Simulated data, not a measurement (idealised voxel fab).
Process module heading - voxel transistor to metal
It is cross-section cut that appears here, measuring 210 nm in width, its square cells being 5 nm in size.
A cross-section is written here as square cells arranged in a grid, and it is given in bands from the top down, each band taking up one or more rows of cells.
The band entry comprises the height of the band's top followed by the height of its bottom, expressed in nm, and subsequently the band's materials from left to right, each stated together with its width in nm. Where a single material is marked with the word "throughout", that material fills the band from edge to edge. The word "air" represents empty space.
Note: height 0 marks the level under which the wafer is uniformly one material as received. Lowest band unbounded below, written "0 -> down".
The notation "30->40" denotes a width that varies across the rows of cells in the band, beginning at the first number in the top row, finishing at the second number in the bottom row, and changing by an identical amount from each row to the next.
Given "same as before" for a step, no cell of the cross-section differs between before and after that step.
Reported under the label "Sealed void inventory" are the empty spaces having no open way to the top and comprising 8 cells or more; the notation for each is width x height at distance, in which the distance is measured from the left edge and all three values are in nm.
Anything after a step's settings on that line? It's the simulator's own note about the step.
The "overlay nm" setting may appear on a step's line; for a step that uses a mask, it gives how far to the right of its planned position the mask lay, and a negative value indicates the left.

[This section lists the process steps that were planned]
1: RECEIVE with material Si
2: CONFORMAL_DEP with material SiO2, thk nm 5
3: CONFORMAL_DEP with material SiN, thk nm 15
4: DIRECTIONAL_DEP with material aC, thk nm 10
5: PATTERN with tone cover, mask id ACTIVE, material resist, width nm 85, thk nm 30, overlay nm 0
6: DIRECTIONAL_ETCH with etch materials aC, depth nm 10
7: STRIP with etch materials resist
8: DIRECTIONAL_ETCH with etch materials SiN, depth nm 15
9: DIRECTIONAL_ETCH with etch materials SiO2, depth nm 5
10: DIRECTIONAL_ETCH with etch materials Si, depth nm 25
11: STRIP with etch materials aC
12: OXIDIZE with depth nm 5
13: FILL_DEP with material SiO2, thk nm 15
14: CMP with height nm 20
15: SELECTIVE_ETCH with etch materials SiO2, depth nm 5
16: STRIP with etch materials SiN
17: SELECTIVE_ETCH with etch materials SiO2, depth nm 5
18: OXIDIZE with depth nm 5
19: DIRECTIONAL_DEP with material polySi, thk nm 20
20: DIRECTIONAL_DEP with material SiCN, thk nm 15
21: MASKED_ETCH with tone cover, mask id GATE, width nm 15, etch materials SiCN, depth nm 25, overlay nm 0
22: MASKED_ETCH with tone cover, mask id GATE, width nm 15, etch materials polySi, depth nm 30, overlay nm 0
23: CONFORMAL_DEP with material SiO2, thk nm 5
24: DIRECTIONAL_ETCH with etch materials SiO2, depth nm 5
25: CONFORMAL_DEP with material SiN, thk nm 5
26: DIRECTIONAL_ETCH with etch materials SiN, depth nm 5
27: DIRECTIONAL_ETCH with etch materials SiO2, depth nm 5
28: DIRECTIONAL_ETCH with etch materials Si, depth nm 5
29: EPI with material pSi, thk nm 10
30: FILL_DEP with material SiO2, thk nm 5
31: CMP with height nm 35
32: DIRECTIONAL_DEP with material SiO2, thk nm 15
33: PATTERN with tone open, mask id CONTACT, material resist, width nm 25, pitch nm 50, thk nm 15, overlay nm 0
34: DIRECTIONAL_ETCH with etch materials SiO2, depth nm 50
35: STRIP with etch materials resist
36: CONFORMAL_DEP with material TiN, thk nm 5
37: FILL_DEP with material Ru, thk nm 10
38: CMP with height nm 50
39: CONFORMAL_DEP with material SiCN, thk nm 5
40: DIRECTIONAL_DEP with material lowk, thk nm 15
41: DIRECTIONAL_DEP with material aC, thk nm 15
42: PATTERN with tone open, mask id METAL_1, material resist, width nm 15, pitch nm 60, thk nm 30, overlay nm 0
43: DIRECTIONAL_ETCH with etch materials aC, depth nm 15
44: STRIP with etch materials resist
45: DIRECTIONAL_ETCH with etch materials lowk, depth nm 15
46: DIRECTIONAL_ETCH with etch materials SiCN, depth nm 5
47: STRIP with etch materials aC
48: CONFORMAL_DEP with material TiN, thk nm 5
49: FILL_DEP with material Ru, thk nm 10
50: CMP with height nm 70
51: CONFORMAL_DEP with material SiCN, thk nm 5
52: DIRECTIONAL_DEP with material SiO2, thk nm 35
53: DIRECTIONAL_DEP with material aC, thk nm 15
54: PATTERN with tone open, mask id METAL_2, material resist, width nm 15, pitch nm 60, thk nm 35, overlay nm 0
55: DIRECTIONAL_ETCH with etch materials aC, depth nm 15
56: STRIP with etch materials resist
57: DIRECTIONAL_ETCH with etch materials SiO2, depth nm 20
58: STRIP with etch materials aC
59: MASKED_ETCH with tone open, mask id METAL_2_HOLES, width nm 15, pitch nm 60, etch materials SiO2, depth nm 15, overlay nm 0
60: MASKED_ETCH with tone open, mask id METAL_2_HOLES, width nm 15, pitch nm 60, etch materials SiCN, depth nm 5, overlay nm 0
61: CONFORMAL_DEP with material TiN, thk nm 5
62: FILL_DEP with material Cu, thk nm 5
63: CMP with height nm 110
64: CONFORMAL_DEP with material SiN, thk nm 5

[Cross-section of the incoming wafer, state after step 1]
0 -> down  Si throughout
Sealed void inventory: none

[Starting structure and process plan are as shown above, but one mistake was made in running the module; the wafer cross-section at the end of the module follows]
115 -> 110  SiN throughout
110 -> 75  SiO2: 65 | TiN: 5 | Cu: 5 | TiN: 5 | SiO2: 45 | TiN: 5 | Cu: 5 | TiN: 5 | SiO2: 70
75 -> 70  SiCN: 65 | TiN: 15 | SiCN: 45 | TiN: 15 | SiCN: 70
70 -> 65  Ru throughout
65 -> 60  TiN: 70 | Ru: 5 | TiN: 55 | Ru: 5 | TiN: 75
60 -> 55  lowk: 65 | TiN: 5 | Ru: 5 | TiN: 5 | lowk: 45 | TiN: 5 | Ru: 5 | TiN: 5 | lowk: 70
55 -> 50  SiCN: 65 | TiN: 15 | SiCN: 45 | TiN: 15 | SiCN: 70
50 -> 40  SiO2: 65 | TiN: 5 | Ru: 15 | TiN: 5 | SiO2: 25 | TiN: 5 | Ru: 15 | TiN: 5 | SiO2: 70
40 -> 35  SiO2: 65 | TiN: 5 | Ru: 10 | TiN: 10 | SiO2: 25 | TiN: 10 | Ru: 10 | TiN: 5 | SiO2: 70
35 -> 20  SiO2: 65 | TiN: 5 | Ru: 10 | TiN: 5 | SiN: 5 | SiO2: 5 | SiCN: 15 | SiO2: 5 | SiN: 5 | TiN: 5 | Ru: 10 | TiN: 5 | SiO2: 70
20 -> 10  SiO2: 65 | TiN: 5 | Ru: 10 | TiN: 5 | SiN: 5 | SiO2: 5 | polySi: 15 | SiO2: 5 | SiN: 5 | TiN: 5 | Ru: 10 | TiN: 5 | SiO2: 70
10 -> 5  SiO2: 60 | SiN: 5 | TiN: 20 | SiN: 5 | SiO2: 5 | polySi: 15 | SiO2: 5 | SiN: 5 | TiN: 20 | SiN: 5 | SiO2: 65
5 -> 0  SiO2: 60 | SiN: 5 | TiN: 10 | pSi: 10 | SiN: 5 | SiO2: 5 | polySi: 15 | SiO2: 5 | SiN: 5 | pSi: 10 | TiN: 10 | SiN: 5 | SiO2: 65
0 -> -5  SiO2: 65 | pSi: 20 | SiO2: 35 | pSi: 20 | SiO2: 70
-5 -> -10  SiO2: 65 | pSi: 20 | Si: 35 | pSi: 20 | SiO2: 70
-10 -> -30  SiO2: 65 | Si: 75 | SiO2: 70
-30 -> down  Si throughout
Sealed void inventory: none
Deviation noted in wafer processing: step 40 ran as: DIRECTIONAL_DEP with material lowk, thk nm 5
